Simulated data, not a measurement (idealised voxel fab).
process module | voxel wiring stack
cross-section cut | 245 nm wide | cells 5 nm
A cross-section is a grid of square cells, given in bands from the top down. A band is one or more rows of cells.
Each band's line starts with the height of the band's top and of its bottom, in nm. Then come its materials from left to right, each with its width in nm. One material with "throughout" fills the band from edge to edge. "air" is empty space.
Height 0 is the level under which the wafer as received is all one material. The lowest band goes on downwards, as in "0 down".
A width such as "30 to 40" changes by the same amount from each row of cells to the next, from the band's top row to its bottom row.
"no change" after a step means that no cell of the cross-section changed.
closed voids: empty space of 8 cells or more with no open way to the top, each as width x height at its distance from the left edge, in nm
after a step's settings: what the simulator itself notes on the step
overlay nm, on a step with a mask: how far to the right of its planned place the mask lay; to the left if negative
plan
1 op RECEIVE | material Si
2 op CONFORMAL_DEP | material SiO2 | thk nm 10
3 op CONFORMAL_DEP | material SiCN | thk nm 5
4 op DIRECTIONAL_DEP | material SiO2 | thk nm 20
5 op MASKED_ETCH | tone open | mask id METAL_1 | width nm 30 | pitch nm 60 | etch materials SiO2 | depth nm 20 | overlay nm 0
6 op MASKED_ETCH | tone open | mask id METAL_1 | width nm 30 | pitch nm 60 | etch materials SiCN | depth nm 5 | overlay nm -15
7 op CONFORMAL_DEP | material TiN | thk nm 5
8 op FILL_DEP | material W | thk nm 10
9 op CMP | height nm 35
10 op CONFORMAL_DEP | material SiCN | thk nm 5
11 op DIRECTIONAL_DEP | material lowk | thk nm 20
12 op PATTERN | tone open | mask id PLUG_1 | material resist | width nm 15 | pitch nm 60 | thk nm 15 | overlay nm 0
13 op DIRECTIONAL_ETCH | etch materials lowk | depth nm 20
14 op DIRECTIONAL_ETCH | etch materials SiCN | depth nm 5
15 op STRIP | etch materials resist
16 op EPI | material Ru | thk nm 10
17 op EPI | material Ru | thk nm 10
18 op EPI | material Ru | thk nm 5
19 op DIRECTIONAL_DEP | material TiN | thk nm 5
20 op DIRECTIONAL_DEP | material Ru | thk nm 25
21 op PATTERN | tone cover | mask id METAL_2 | material resist | width nm 30 | pitch nm 60 | thk nm 15 | overlay nm 0
22 op DIRECTIONAL_ETCH | etch materials Ru | depth nm 25
23 op DIRECTIONAL_ETCH | etch materials TiN | depth nm 5
24 op STRIP | etch materials resist
25 op FILL_DEP | material lowk | thk nm 10
26 op CMP | height nm 90
27 op CONFORMAL_DEP | material SiCN | thk nm 5
28 op DIRECTIONAL_DEP | material SiO2 | thk nm 30
29 op PATTERN | tone open | mask id METAL_3 | material resist | width nm 30 | pitch nm 60 | thk nm 20 | overlay nm 0
30 op DIRECTIONAL_ETCH | etch materials SiO2 | depth nm 20
31 op STRIP | etch materials resist
32 op PATTERN | tone open | mask id METAL_3_HOLES | material resist | width nm 15 | pitch nm 60 | thk nm 15 | overlay nm 0
33 op DIRECTIONAL_ETCH | etch materials SiO2 | depth nm 10
34 op DIRECTIONAL_ETCH | etch materials SiCN | depth nm 5
35 op STRIP | etch materials resist
36 op CONFORMAL_DEP | material TiN | thk nm 5
37 op FILL_DEP | material Ru | thk nm 5
38 op CMP | height nm 125
39 op CONFORMAL_DEP | material SiCN | thk nm 5
varied across the wafers: overlay nm of step 6. The plan shows the first wafer's value. All wafers start alike
first wafer as received, after step 1
  0 down: Si throughout
  closed voids: none
first wafer at the end, after step 39
  130 to 125: SiCN throughout
  125 to 110: SiO2 45 | TiN 5 | Ru 20 | TiN 5 | SiO2 30 | TiN 5 | Ru 20 | TiN 5 | SiO2 30 | TiN 5 | Ru 20 | TiN 5 | SiO2 50
  110 to 105: SiO2 45 | TiN 5 | Ru 5 | TiN 20 | SiO2 30 | TiN 5 | Ru 5 | TiN 20 | SiO2 30 | TiN 5 | Ru 5 | TiN 20 | SiO2 50
  105 to 95: SiO2 45 | TiN 5 | Ru 5 | TiN 5 | SiO2 45 | TiN 5 | Ru 5 | TiN 5 | SiO2 45 | TiN 5 | Ru 5 | TiN 5 | SiO2 65
  95 to 90: SiCN 45 | TiN 15 | SiCN 45 | TiN 15 | SiCN 45 | TiN 15 | SiCN 65
  90 to 65: lowk 45 | Ru 30 | lowk 30 | Ru 30 | lowk 30 | Ru 30 | lowk 50
  65 to 60: lowk 45 | TiN 30 | lowk 30 | TiN 30 | lowk 30 | TiN 30 | lowk 50
  60 to 40: lowk 45 | Ru 15 | lowk 45 | Ru 15 | lowk 45 | Ru 15 | lowk 65
  40 to 35: SiCN 45 | Ru 15 | SiCN 45 | Ru 15 | SiCN 45 | Ru 15 | SiCN 65
  35 to 20: SiO2 45 | TiN 5 | W 20 | TiN 5 | SiO2 30 | TiN 5 | W 20 | TiN 5 | SiO2 30 | TiN 5 | W 20 | TiN 5 | SiO2 50
  20 to 15: SiO2 45 | TiN 5 | W 5 | TiN 20 | SiO2 30 | TiN 5 | W 5 | TiN 20 | SiO2 30 | TiN 5 | W 5 | TiN 20 | SiO2 50
  15 to 10: SiCN 45 | TiN 15 | SiCN 45 | TiN 15 | SiCN 45 | TiN 15 | SiCN 65
  10 to 0: SiO2 throughout
  0 down: Si throughout
  closed voids: none
last wafer at the end
  130 to 125: SiCN throughout
  125 to 110: SiO2 45 | TiN 5 | Ru 20 | TiN 5 | SiO2 30 | TiN 5 | Ru 20 | TiN 5 | SiO2 30 | TiN 5 | Ru 20 | TiN 5 | SiO2 50
  110 to 105: SiO2 45 | TiN 5 | Ru 5 | TiN 20 | SiO2 30 | TiN 5 | Ru 5 | TiN 20 | SiO2 30 | TiN 5 | Ru 5 | TiN 20 | SiO2 50
  105 to 95: SiO2 45 | TiN 5 | Ru 5 | TiN 5 | SiO2 45 | TiN 5 | Ru 5 | TiN 5 | SiO2 45 | TiN 5 | Ru 5 | TiN 5 | SiO2 65
  95 to 90: SiCN 45 | TiN 15 | SiCN 45 | TiN 15 | SiCN 45 | TiN 15 | SiCN 65
  90 to 65: lowk 45 | Ru 30 | lowk 30 | Ru 30 | lowk 30 | Ru 30 | lowk 50
  65 to 60: lowk 45 | TiN 30 | lowk 30 | TiN 30 | lowk 30 | TiN 30 | lowk 50
  60 to 40: lowk 45 | Ru 15 | lowk 45 | Ru 15 | lowk 45 | Ru 15 | lowk 65
  40 to 35: SiCN 45 | Ru 15 | SiCN 45 | Ru 15 | SiCN 45 | Ru 15 | SiCN 65
  35 to 20: SiO2 45 | TiN 5 | W 20 | TiN 5 | SiO2 30 | TiN 5 | W 20 | TiN 5 | SiO2 30 | TiN 5 | W 20 | TiN 5 | SiO2 50
  20 to 15: SiO2 45 | TiN 20 | W 5 | TiN 5 | SiO2 30 | TiN 20 | W 5 | TiN 5 | SiO2 30 | TiN 20 | W 5 | TiN 5 | SiO2 50
  15 to 10: SiCN 60 | TiN 15 | SiCN 45 | TiN 15 | SiCN 45 | TiN 15 | SiCN 50
  10 to 0: SiO2 throughout
  0 down: Si throughout
  closed voids: none
each wafer at the end: cells of each material gained (+) or lost (-) since it was received, then its closed voids
overlay nm -15 | +180 Ru | +169 SiCN | +426 SiO2 | +114 TiN | +39 W | +346 lowk | closed voids: none
overlay nm -10 | +180 Ru | +166 SiCN | +426 SiO2 | +114 TiN | +42 W | +346 lowk | closed voids: none
overlay nm -5 | +180 Ru | +163 SiCN | +426 SiO2 | +114 TiN | +45 W | +346 lowk | closed voids: none
overlay nm 0 | +180 Ru | +160 SiCN | +426 SiO2 | +114 TiN | +48 W | +346 lowk | closed voids: none
overlay nm 5 | +180 Ru | +163 SiCN | +426 SiO2 | +114 TiN | +45 W | +346 lowk | closed voids: none
overlay nm 10 | +180 Ru | +166 SiCN | +426 SiO2 | +114 TiN | +42 W | +346 lowk | closed voids: none
overlay nm 15 | +180 Ru | +169 SiCN | +426 SiO2 | +114 TiN | +39 W | +346 lowk | closed voids: none
